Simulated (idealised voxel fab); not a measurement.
Module name: voxel ribs on slabs (process module)
Square cells of 5 nm make up the cross-section cut, whose width is 235 nm.
Each cross-section below is a grid of square cells, stated as bands in top-down order, with one or more rows of cells making up each band. For a band, the entry starts with two heights in nm, that of the top and then that of the bottom, and carries on with the band's materials in order from left to right, each alongside its width in nm; the word "all across" beside a single material means it fills the band edge to edge, and "empty" means empty space. Convention: height 0 is the level below which the wafer, as received, is all one material. The lowest band does not terminate at the bottom but continues downward, represented as "0 nm and below". You'd read "30 to 40" like this: the band's top row of cells is as wide as the first number, its bottom row is as wide as the second, and going down, every row changes width by the same amount as the row before did. The designation "remained the same", where it is given for a processing step, indicates that no cell of the cross-section was altered in the course of that step. Empty spaces without an open route to the top, at least 8 cells in extent, make up the entry "Sealed cavities"; each is given as width x height at distance, where the distance is measured from the left edge, and all are in nm. Past the settings on a step's line: simulator remark, on that step. overlay nm: how far to the right of its planned place the mask lay on this masked step (negative: to the left).
Steps in the process plan:
1. RECEIVE [material Si]
2. DIRECTIONAL_DEP [material SiO2] [thk nm 25]
3. DIRECTIONAL_DEP [material polySi] [thk nm 25]
4. DIRECTIONAL_DEP [material aC] [thk nm 10]
5. PATTERN [tone cover] [mask id RIB] [material resist] [width nm 25] [thk nm 25] [overlay nm 0]
6. DIRECTIONAL_ETCH [etch materials aC] [depth nm 10]
7. STRIP [etch materials resist]
8. DIRECTIONAL_ETCH [etch materials polySi] [depth nm 10]
9. STRIP [etch materials aC]
10. DIRECTIONAL_DEP [material aC] [thk nm 15]
11. PATTERN [tone cover] [mask id SLAB] [material resist] [width nm 65] [thk nm 35] [overlay nm 0]
12. DIRECTIONAL_ETCH [etch materials aC] [depth nm 15]
13. STRIP [etch materials resist]
14. DIRECTIONAL_ETCH [etch materials polySi] [depth nm 15]
15. STRIP [etch materials aC]
16. FILL_DEP [material SiO2] [thk nm 30]
17. CMP [height nm 60]
18. DIRECTIONAL_DEP [material W] [thk nm 5]
19. PATTERN [tone cover] [mask id HEATER] [material resist] [width nm 35] [thk nm 15] [overlay nm 0]
20. DIRECTIONAL_ETCH [etch materials W] [depth nm 5]
21. STRIP [etch materials resist]
22. CONFORMAL_DEP [material SiN] [thk nm 5]
The height nm used in step 17 is not the same on every wafer, whereas the starting condition is; the value printed in the plan is the first wafer's.
The first of several wafers in cross-section, exactly as it reached us after step 1:
0 nm and below: Si all across
Sealed cavities: none
First of several wafers in cross-section at module end, following the final step, step 22:
70 nm to 65 nm: empty: 95  SiN: 45  empty: 95
65 nm to 60 nm: SiN: 100  W: 35  SiN: 100
60 nm to 50 nm: SiO2 all across
50 nm to 40 nm: SiO2: 105  polySi: 25  SiO2: 105
40 nm to 25 nm: SiO2: 85  polySi: 65  SiO2: 85
25 nm to 0 nm: SiO2 all across
0 nm and below: Si all across
Sealed cavities: none
At the end of the module, the last of several wafers in cross-section:
90 nm to 85 nm: empty: 95  SiN: 45  empty: 95
85 nm to 80 nm: SiN: 100  W: 35  SiN: 100
80 nm to 50 nm: SiO2 all across
50 nm to 40 nm: SiO2: 105  polySi: 25  SiO2: 105
40 nm to 25 nm: SiO2: 85  polySi: 65  SiO2: 85
25 nm to 0 nm: SiO2 all across
0 nm and below: Si all across
Sealed cavities: none
Quick key for the table: a row per wafer, taken at the end of the module. For each material it tells you how many cells the wafer gained (+) or lost (-) since it came in, and the closed voids come after:
height nm 60 | +49 SiN | +515 SiO2 | +7 W | +49 polySi | Sealed cavities: none
height nm 65 | +49 SiN | +562 SiO2 | +7 W | +49 polySi | Sealed cavities: none
height nm 70 | +49 SiN | +609 SiO2 | +7 W | +49 polySi | Sealed cavities: none
height nm 75 | +49 SiN | +656 SiO2 | +7 W | +49 polySi | Sealed cavities: none
height nm 80 | +49 SiN | +703 SiO2 | +7 W | +49 polySi | Sealed cavities: none
